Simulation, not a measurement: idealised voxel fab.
A process module follows: voxel capacitor over wiring.
Cross-sectional view cut (width: 240 nm; square cell size: 5 nm).
For the purposes of this document, a cross-section shall be understood as a grid of square cells, specified as bands listed in top-to-bottom order, each band consisting of one or more rows of cells. Top, bottom (nm), then materials left to right with widths (nm); lone material tagged "edge to edge" fills the whole band edge to edge; "blank" = empty space. It should be noted that heights are counted from 0, beneath which the wafer as supplied is of one material throughout, and that the lowest band possesses no lower boundary but continues downward, as written in "0 down". You'd read "30 to 40" like this: the band's top row of cells is as wide as the first number, its bottom row is as wide as the second, and going down, every row changes width by the same amount as the row before did. You'll sometimes find "remains unaltered" written for a step, and that's the way of saying that nowhere in the cross-section did a cell change during that step. "Voids lacking openings" contains a list of empty spaces, each no smaller than 8 cells and without an open way to the top, written in the form width x height at distance with the distance from the left edge and all three in nm. Heads up: the bit after the settings on a step's line is the simulator's remark on that step. "overlay nm", when on a step's line for a step with a mask, measures how far to the right of its planned place the mask lay; a negative measure means to the left.

[Steps planned for the process]
1) RECEIVE [material Si]
2) CONFORMAL_DEP [material SiO2] [thk nm 15]
3) DIRECTIONAL_DEP [material TiN] [thk nm 5]
4) DIRECTIONAL_DEP [material W] [thk nm 15]
5) MASKED_ETCH [tone cover] [mask id METAL_1] [width nm 30] [pitch nm 90] [etch materials W] [depth nm 15] [overlay nm 0]
6) MASKED_ETCH [tone cover] [mask id METAL_1] [width nm 30] [pitch nm 90] [etch materials TiN] [depth nm 5] [overlay nm 0]
7) FILL_DEP [material SiO2] [thk nm 10]
8) CMP [height nm 35]
9) CONFORMAL_DEP [material SiCN] [thk nm 5]
10) DIRECTIONAL_DEP [material lowk] [thk nm 20]
11) PATTERN [tone open] [mask id PLUG_1] [material resist] [width nm 15] [thk nm 20] [overlay nm 0]
12) DIRECTIONAL_ETCH [etch materials lowk] [depth nm 20]
13) DIRECTIONAL_ETCH [etch materials SiCN] [depth nm 5]
14) STRIP [etch materials resist]
15) EPI [material Ru] [thk nm 10]
16) EPI [material Ru] [thk nm 10]
17) EPI [material Ru] [thk nm 5]
18) DIRECTIONAL_DEP [material TiN] [thk nm 5]
19) DIRECTIONAL_DEP [material SiN] [thk nm 5]
20) DIRECTIONAL_DEP [material TiN] [thk nm 10]
21) PATTERN [tone cover] [mask id UPPER_PLATE] [material resist] [width nm 65] [thk nm 15] [overlay nm 0]
22) DIRECTIONAL_ETCH [etch materials TiN] [depth nm 10]
23) DIRECTIONAL_ETCH [etch materials SiN] [depth nm 5]
24) STRIP [etch materials resist]
25) MASKED_ETCH [tone cover] [mask id LOWER_PLATE] [width nm 75] [etch materials TiN] [depth nm 5] [overlay nm 0]
26) FILL_DEP [material SiO2] [thk nm 15]
27) CMP [height nm 90]
28) DIRECTIONAL_DEP [material aC] [thk nm 10]
29) PATTERN [tone open] [mask id PLUG_2] [material resist] [width nm 15] [thk nm 25] [overlay nm 0]
30) DIRECTIONAL_ETCH [etch materials aC] [depth nm 10]
31) STRIP [etch materials resist]
32) DIRECTIONAL_ETCH [etch materials SiO2] [depth nm 10]
33) STRIP [etch materials aC]
34) CONFORMAL_DEP [material TiN] [thk nm 5]
35) FILL_DEP [material Ru] [thk nm 5]
36) CMP [height nm 90]
37) CONFORMAL_DEP [material SiN] [thk nm 5]

[Cross-section of the wafer upon arrival, representing the state reached after step 1]
> 0 down  Si edge to edge
> Voids lacking openings: none

[Wafer cross-section at end of module: start and plan as shown above, one execution error]
> 95 to 90  lowk edge to edge
> 90 to 85  SiO2 85 / TiN 5 / Ru 5 / TiN 5 / SiO2 140
> 85 to 80  SiO2 85 / TiN 15 / SiO2 140
> 80 to 70  SiO2 75 / TiN 65 / SiO2 100
> 70 to 65  SiO2 75 / SiN 65 / SiO2 100
> 65 to 60  SiO2 70 / TiN 75 / SiO2 95
> 60 to 40  lowk 75 / Ru 15 / lowk 150
> 40 to 35  SiCN 75 / Ru 15 / SiCN 150
> 35 to 20  SiO2 60 / W 30 / SiO2 60 / W 30 / SiO2 60
> 20 to 15  SiO2 60 / TiN 30 / SiO2 60 / TiN 30 / SiO2 60
> 15 to 0  SiO2 edge to edge
> 0 down  Si edge to edge
> Voids lacking openings: none
Which mistake was made when the wafer was run? so step 37 ended up running with a different setting than we planned, it ran as CONFORMAL_DEP [material lowk] [thk nm 5]
